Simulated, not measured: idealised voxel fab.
Herein follows the process module entitled voxel double patterning.
FYI the section here is cut, 240 nm wide, cells are 5 nm squares.
When this document writes out a cross-section, it uses a grid of square cells and lists it as bands, beginning at the top and moving down, with a band standing for one or more rows of cells. For a band, the entry starts with two heights in nm, that of the top and then that of the bottom, and carries on with the band's materials in order from left to right, each alongside its width in nm; the word "edge to edge" beside a single material means it fills the band edge to edge, and "blank" means empty space. Below 0: as-received wafer, all one material; heights counted from there. Lowest band: no bottom, goes on down, written "0 nm and below". So if you see something like "30..40" for the width, read it as the top row of the band sitting at the first number and the bottom row at the second, with every row in between moving by the same amount as the last. "remained unchanged" -> step changed no cross-section cell. "Enclosed internal cavities" contains a list of empty spaces, each no smaller than 8 cells and without an open way to the top, written in the form width x height at distance with the distance from the left edge and all three in nm. Post-settings text on a step line: simulator's own remark regarding the step. You can add "overlay nm" to a step's line. For a step with a mask, it describes how far the mask lay to the right of its planned position, and a negative number describes a lay to the left.

# plan
1 RECEIVE with material Si
2 CONFORMAL_DEP with material SiN, thk nm 5
3 DIRECTIONAL_DEP with material SiO2, thk nm 10
4 DIRECTIONAL_DEP with material SiCN, thk nm 10
5 PATTERN with tone open, mask id FIRST, material resist, width nm 15, pitch nm 50, thk nm 15, overlay nm 0
6 DIRECTIONAL_ETCH with etch materials SiCN, depth nm 10
7 STRIP with etch materials resist
8 MASKED_ETCH with tone open, mask id SECOND, width nm 15, pitch nm 50, etch materials SiCN, depth nm 10, overlay nm 0
9 DIRECTIONAL_ETCH with etch materials SiO2, depth nm 10
10 STRIP with etch materials SiCN

# Wafer cross-section on receipt, i.e. after step 1
> 0 nm and below | Si edge to edge
> Enclosed internal cavities: none

# Sectioned view, first of two wafers, at the close of the module, processed as intended in the plan
> 15 nm to 5 nm | SiO2 (60) | blank (15) | SiO2 (10) | blank (15) | SiO2 (10) | blank (15) | SiO2 (10) | blank (15) | SiO2 (10) | blank (15) | SiO2 (65)
> 5 nm to 0 nm | SiN edge to edge
> 0 nm and below | Si edge to edge
> Enclosed internal cavities: none

# Presented here is a cross-section of the second of the two wafers as it stood at the end of the module. It was started in the same manner and assigned the same plan as the first wafer; however, one mistake was made in its execution
> 15 nm to 10 nm | SiN edge to edge
> 10 nm to 0 nm | SiO2 edge to edge
> 0 nm and below | Si edge to edge
> Enclosed internal cavities: none
What broke from the plan during processing? steps 2 and 3 run out of order (swapped)
The final cell counts differ between the wafers, with the second having more or fewer of some materials than the first: 30 more of SiO2
